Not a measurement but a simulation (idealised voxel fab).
process module | voxel tone inversion
cross-section cut | 255 nm wide | cells 5 nm
A cross-section is a grid of square cells, given in bands from the top down. A band is one or more rows of cells.
Each band's line starts with the height of the band's top and of its bottom, in nm. Then come its materials from left to right, each with its width in nm. One material with "throughout" fills the band from edge to edge. "air" is empty space.
Height 0 is the level under which the wafer as received is all one material. The lowest band goes on downwards, as in "0 down".
A width such as "30 to 40" changes by the same amount from each row of cells to the next, from the band's top row to its bottom row.
"no change" after a step means that no cell of the cross-section changed.
closed voids: empty space of 8 cells or more with no open way to the top, each as width x height at its distance from the left edge, in nm
after a step's settings: what the simulator itself notes on the step
overlay nm, on a step with a mask: how far to the right of its planned place the mask lay; to the left if negative
plan
1 op RECEIVE | material Si
2 op CONFORMAL_DEP | material SiN | thk nm 5
3 op DIRECTIONAL_DEP | material aC | thk nm 20
4 op PATTERN | tone cover | mask id POSTS | material resist | width nm 25 | pitch nm 55 | thk nm 25 | overlay nm 0
5 op DIRECTIONAL_ETCH | etch materials aC | depth nm 20
6 op STRIP | etch materials resist
7 op FILL_DEP | material SiO2 | thk nm 10
8 op CMP | height nm 25
9 op STRIP | etch materials aC
10 op CONFORMAL_DEP | material TiN | thk nm 5
11 op FILL_DEP | material Cu | thk nm 10
12 op CMP | height nm 25
13 op CONFORMAL_DEP | material SiN | thk nm 5
first wafer, as planned
as received, after step 1
  0 down: Si throughout
  closed voids: none
after step 2
  5 to 0: SiN throughout
  below 0: unchanged
after step 3
  25 to 5: aC throughout
  below 5: unchanged
after step 4
  50 to 25: air 30 | resist 25 | air 30 | resist 25 | air 30 | resist 25 | air 30 | resist 25 | air 35
  below 25: unchanged
after step 5
  30 to 25: air 30 | resist 25 | air 30 | resist 25 | air 30 | resist 25 | air 30 | resist 25 | air 35
  25 to 5: air 30 | aC 25 | air 30 | aC 25 | air 30 | aC 25 | air 30 | aC 25 | air 35
  below 5: unchanged
after step 6
  25 to 5: air 30 | aC 25 | air 30 | aC 25 | air 30 | aC 25 | air 30 | aC 25 | air 35
  below 5: unchanged
after step 7
  35 to 25: SiO2 throughout
  25 to 5: SiO2 30 | aC 25 | SiO2 30 | aC 25 | SiO2 30 | aC 25 | SiO2 30 | aC 25 | SiO2 35
  below 5: unchanged
after step 8
  25 to 5: SiO2 30 | aC 25 | SiO2 30 | aC 25 | SiO2 30 | aC 25 | SiO2 30 | aC 25 | SiO2 35
  below 5: unchanged
after step 9
  25 to 5: SiO2 30 | air 25 | SiO2 30 | air 25 | SiO2 30 | air 25 | SiO2 30 | air 25 | SiO2 35
  below 5: unchanged
after step 10
  30 to 25: TiN 35 | air 15 | TiN 40 | air 15 | TiN 40 | air 15 | TiN 40 | air 15 | TiN 40
  25 to 10: SiO2 30 | TiN 5 | air 15 | TiN 5 | SiO2 30 | TiN 5 | air 15 | TiN 5 | SiO2 30 | TiN 5 | air 15 | TiN 5 | SiO2 30 | TiN 5 | air 15 | TiN 5 | SiO2 35
  10 to 5: SiO2 30 | TiN 25 | SiO2 30 | TiN 25 | SiO2 30 | TiN 25 | SiO2 30 | TiN 25 | SiO2 35
  below 5: unchanged
after step 11
  40 to 30: Cu throughout
  30 to 25: TiN 35 | Cu 15 | TiN 40 | Cu 15 | TiN 40 | Cu 15 | TiN 40 | Cu 15 | TiN 40
  25 to 10: SiO2 30 | TiN 5 | Cu 15 | TiN 5 | SiO2 30 | TiN 5 | Cu 15 | TiN 5 | SiO2 30 | TiN 5 | Cu 15 | TiN 5 | SiO2 30 | TiN 5 | Cu 15 | TiN 5 | SiO2 35
  below 10: unchanged
after step 12
  25 to 10: SiO2 30 | TiN 5 | Cu 15 | TiN 5 | SiO2 30 | TiN 5 | Cu 15 | TiN 5 | SiO2 30 | TiN 5 | Cu 15 | TiN 5 | SiO2 30 | TiN 5 | Cu 15 | TiN 5 | SiO2 35
  below 10: unchanged
after step 13
  30 to 25: SiN throughout
  below 25: unchanged
second wafer: like start, like plan, one mistake. Through step 3 it matches the first wafer
when step 4 should have ended
  50 to 25: air 20 | resist 25 | air 30 | resist 25 | air 30 | resist 25 | air 30 | resist 25 | air 45
  below 25: unchanged
when step 5 should have ended
  30 to 25: air 20 | resist 25 | air 30 | resist 25 | air 30 | resist 25 | air 30 | resist 25 | air 45
  25 to 5: air 20 | aC 25 | air 30 | aC 25 | air 30 | aC 25 | air 30 | aC 25 | air 45
  below 5: unchanged
when step 6 should have ended
  25 to 5: air 20 | aC 25 | air 30 | aC 25 | air 30 | aC 25 | air 30 | aC 25 | air 45
  below 5: unchanged
when step 7 should have ended
  35 to 25: SiO2 throughout
  25 to 5: SiO2 20 | aC 25 | SiO2 30 | aC 25 | SiO2 30 | aC 25 | SiO2 30 | aC 25 | SiO2 45
  below 5: unchanged
when step 8 should have ended
  25 to 5: SiO2 20 | aC 25 | SiO2 30 | aC 25 | SiO2 30 | aC 25 | SiO2 30 | aC 25 | SiO2 45
  below 5: unchanged
when step 9 should have ended
  25 to 5: SiO2 20 | air 25 | SiO2 30 | air 25 | SiO2 30 | air 25 | SiO2 30 | air 25 | SiO2 45
  below 5: unchanged
when step 10 should have ended
  30 to 25: TiN 25 | air 15 | TiN 40 | air 15 | TiN 40 | air 15 | TiN 40 | air 15 | TiN 50
  25 to 10: SiO2 20 | TiN 5 | air 15 | TiN 5 | SiO2 30 | TiN 5 | air 15 | TiN 5 | SiO2 30 | TiN 5 | air 15 | TiN 5 | SiO2 30 | TiN 5 | air 15 | TiN 5 | SiO2 45
  10 to 5: SiO2 20 | TiN 25 | SiO2 30 | TiN 25 | SiO2 30 | TiN 25 | SiO2 30 | TiN 25 | SiO2 45
  below 5: unchanged
when step 11 should have ended
  40 to 30: Cu throughout
  30 to 25: TiN 25 | Cu 15 | TiN 40 | Cu 15 | TiN 40 | Cu 15 | TiN 40 | Cu 15 | TiN 50
  25 to 10: SiO2 20 | TiN 5 | Cu 15 | TiN 5 | SiO2 30 | TiN 5 | Cu 15 | TiN 5 | SiO2 30 | TiN 5 | Cu 15 | TiN 5 | SiO2 30 | TiN 5 | Cu 15 | TiN 5 | SiO2 45
  below 10: unchanged
when step 12 should have ended
  25 to 10: SiO2 20 | TiN 5 | Cu 15 | TiN 5 | SiO2 30 | TiN 5 | Cu 15 | TiN 5 | SiO2 30 | TiN 5 | Cu 15 | TiN 5 | SiO2 30 | TiN 5 | Cu 15 | TiN 5 | SiO2 45
  below 10: unchanged
when step 13 should have ended
  30 to 25: SiN throughout
  below 25: unchanged
what went wrong: step 4 ran as: op PATTERN | tone cover | mask id POSTS | material resist | width nm 25 | pitch nm 55 | thk nm 25 | overlay nm -10
at the end the second wafer has, in cells: as many of each material as the first, in other places
